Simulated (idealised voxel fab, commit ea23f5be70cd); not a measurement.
process module | voxel air gaps
cross-section cut | 240 nm wide | cells 5 nm
A cross-section is a grid of square cells, given in bands from the top down. A band is one or more rows of cells.
Each band's line starts with the height of the band's top and of its bottom, in nm. Then come its materials from left to right, each with its width in nm. One material with "throughout" fills the band from edge to edge. "air" is empty space.
Height 0 is the level under which the wafer as received is all one material. The lowest band goes on downwards, as in "0 down".
A width such as "30 to 40" changes by the same amount from each row of cells to the next, from the band's top row to its bottom row.
"no change" after a step means that no cell of the cross-section changed.
closed voids: empty space of 8 cells or more with no open way to the top, each as width x height at its distance from the left edge, in nm
after a step's settings: what the simulator itself notes on the step
overlay nm, on a step with a mask: how far to the right of its planned place the mask lay; to the left if negative
plan
1 op RECEIVE | material Si
2 op CONFORMAL_DEP | material SiO2 | thk nm 15
3 op CONFORMAL_DEP | material SiCN | thk nm 5
4 op DIRECTIONAL_DEP | material SiO2 | thk nm 40
5 op PATTERN | tone open | mask id LINES | material resist | width nm 15 | pitch nm 40 | thk nm 20 | overlay nm 0
6 op DIRECTIONAL_ETCH | etch materials SiO2 | depth nm 40
7 op STRIP | etch materials resist
8 op CONFORMAL_DEP | material TiN | thk nm 5
9 op FILL_DEP | material Cu | thk nm 5
10 op CMP | height nm 60
11 op EPI | material Ru | thk nm 10
12 op SELECTIVE_ETCH | etch materials SiO2 | depth nm 50
13 op CONFORMAL_DEP | material SiCN | thk nm 5
first wafer, as planned
as received, after step 1
  0 down: Si throughout
  closed voids: none
after step 2
  15 to 0: SiO2 throughout
  below 0: unchanged
after step 3
  20 to 15: SiCN throughout
  below 15: unchanged
after step 4
  60 to 20: SiO2 throughout
  below 20: unchanged
after step 5
  80 to 60: resist 50 | air 15 | resist 25 | air 15 | resist 25 | air 15 | resist 25 | air 15 | resist 55
  below 60: unchanged
after step 6
  80 to 60: resist 50 | air 15 | resist 25 | air 15 | resist 25 | air 15 | resist 25 | air 15 | resist 55
  60 to 20: SiO2 50 | air 15 | SiO2 25 | air 15 | SiO2 25 | air 15 | SiO2 25 | air 15 | SiO2 55
  below 20: unchanged
after step 7
  60 to 20: SiO2 50 | air 15 | SiO2 25 | air 15 | SiO2 25 | air 15 | SiO2 25 | air 15 | SiO2 55
  below 20: unchanged
after step 8
  65 to 60: TiN 55 | air 5 | TiN 35 | air 5 | TiN 35 | air 5 | TiN 35 | air 5 | TiN 60
  60 to 25: SiO2 50 | TiN 5 | air 5 | TiN 5 | SiO2 25 | TiN 5 | air 5 | TiN 5 | SiO2 25 | TiN 5 | air 5 | TiN 5 | SiO2 25 | TiN 5 | air 5 | TiN 5 | SiO2 55
  25 to 20: SiO2 50 | TiN 15 | SiO2 25 | TiN 15 | SiO2 25 | TiN 15 | SiO2 25 | TiN 15 | SiO2 55
  below 20: unchanged
after step 9
  70 to 65: Cu throughout
  65 to 60: TiN 55 | Cu 5 | TiN 35 | Cu 5 | TiN 35 | Cu 5 | TiN 35 | Cu 5 | TiN 60
  60 to 25: SiO2 50 | TiN 5 | Cu 5 | TiN 5 | SiO2 25 | TiN 5 | Cu 5 | TiN 5 | SiO2 25 | TiN 5 | Cu 5 | TiN 5 | SiO2 25 | TiN 5 | Cu 5 | TiN 5 | SiO2 55
  below 25: unchanged
after step 10
  60 to 25: SiO2 50 | TiN 5 | Cu 5 | TiN 5 | SiO2 25 | TiN 5 | Cu 5 | TiN 5 | SiO2 25 | TiN 5 | Cu 5 | TiN 5 | SiO2 25 | TiN 5 | Cu 5 | TiN 5 | SiO2 55
  below 25: unchanged
after step 11
  70 to 60: air 40 | Ru 35 | air 5 | Ru 35 | air 5 | Ru 35 | air 5 | Ru 35 | air 45
  below 60: unchanged
after step 12
  70 to 60: air 40 | Ru 35 | air 5 | Ru 35 | air 5 | Ru 35 | air 5 | Ru 35 | air 45
  60 to 25: air 50 | TiN 5 | Cu 5 | TiN 5 | air 25 | TiN 5 | Cu 5 | TiN 5 | air 25 | TiN 5 | Cu 5 | TiN 5 | air 25 | TiN 5 | Cu 5 | TiN 5 | air 55
  25 to 20: air 50 | TiN 15 | air 25 | TiN 15 | air 25 | TiN 15 | air 25 | TiN 15 | air 55
  below 20: unchanged
after step 13
  75 to 70: air 35 | SiCN 165 | air 40
  70 to 60: air 35 | SiCN 5 | Ru 35 | SiCN 5 | Ru 35 | SiCN 5 | Ru 35 | SiCN 5 | Ru 35 | SiCN 5 | air 40
  60 to 55: air 35 | SiCN 15 | TiN 5 | Cu 5 | TiN 5 | SiCN 25 | TiN 5 | Cu 5 | TiN 5 | SiCN 25 | TiN 5 | Cu 5 | TiN 5 | SiCN 25 | TiN 5 | Cu 5 | TiN 5 | SiCN 15 | air 40
  55 to 25: air 45 | SiCN 5 | TiN 5 | Cu 5 | TiN 5 | SiCN 5 | air 15 | SiCN 5 | TiN 5 | Cu 5 | TiN 5 | SiCN 5 | air 15 | SiCN 5 | TiN 5 | Cu 5 | TiN 5 | SiCN 5 | air 15 | SiCN 5 | TiN 5 | Cu 5 | TiN 5 | SiCN 5 | air 50
  25 to 20: SiCN 50 | TiN 15 | SiCN 25 | TiN 15 | SiCN 25 | TiN 15 | SiCN 25 | TiN 15 | SiCN 55
  below 20: unchanged
  closed voids: 15 x 30 at 70; 15 x 30 at 110; 15 x 30 at 150
second wafer: like start, like plan, one mistake. Through step 4 it matches the first wafer
when step 5 should have ended
  80 to 60: air 50 | resist 15 | air 25 | resist 15 | air 25 | resist 15 | air 25 | resist 15 | air 55
  below 60: unchanged
when step 6 should have ended
  80 to 60: air 50 | resist 15 | air 25 | resist 15 | air 25 | resist 15 | air 25 | resist 15 | air 55
  60 to 20: air 50 | SiO2 15 | air 25 | SiO2 15 | air 25 | SiO2 15 | air 25 | SiO2 15 | air 55
  below 20: unchanged
when step 7 should have ended
  60 to 20: air 50 | SiO2 15 | air 25 | SiO2 15 | air 25 | SiO2 15 | air 25 | SiO2 15 | air 55
  below 20: unchanged
when step 8 should have ended
  65 to 60: air 45 | TiN 25 | air 15 | TiN 25 | air 15 | TiN 25 | air 15 | TiN 25 | air 50
  60 to 25: air 45 | TiN 5 | SiO2 15 | TiN 5 | air 15 | TiN 5 | SiO2 15 | TiN 5 | air 15 | TiN 5 | SiO2 15 | TiN 5 | air 15 | TiN 5 | SiO2 15 | TiN 5 | air 50
  25 to 20: TiN 50 | SiO2 15 | TiN 25 | SiO2 15 | TiN 25 | SiO2 15 | TiN 25 | SiO2 15 | TiN 55
  below 20: unchanged
when step 9 should have ended
  70 to 65: Cu throughout
  65 to 60: Cu 45 | TiN 25 | Cu 15 | TiN 25 | Cu 15 | TiN 25 | Cu 15 | TiN 25 | Cu 50
  60 to 25: Cu 45 | TiN 5 | SiO2 15 | TiN 5 | Cu 15 | TiN 5 | SiO2 15 | TiN 5 | Cu 15 | TiN 5 | SiO2 15 | TiN 5 | Cu 15 | TiN 5 | SiO2 15 | TiN 5 | Cu 50
  below 25: unchanged
when step 10 should have ended
  60 to 25: Cu 45 | TiN 5 | SiO2 15 | TiN 5 | Cu 15 | TiN 5 | SiO2 15 | TiN 5 | Cu 15 | TiN 5 | SiO2 15 | TiN 5 | Cu 15 | TiN 5 | SiO2 15 | TiN 5 | Cu 50
  below 25: unchanged
when step 11 should have ended
  70 to 60: Ru throughout
  below 60: unchanged
when step 12 should have ended: no change
when step 13 should have ended
  75 to 70: SiCN throughout
  below 70: unchanged
what went wrong: step 5 ran as: op PATTERN | tone cover | mask id LINES | material resist | width nm 15 | pitch nm 40 | thk nm 20 | overlay nm 0
at the end the second wafer has, in cells: 168 more of Cu | 40 more of Ru | 100 fewer of SiCN | 96 more of SiO2 | 24 more of TiN
closed voids at the end (first wafer, second wafer): 3, 0
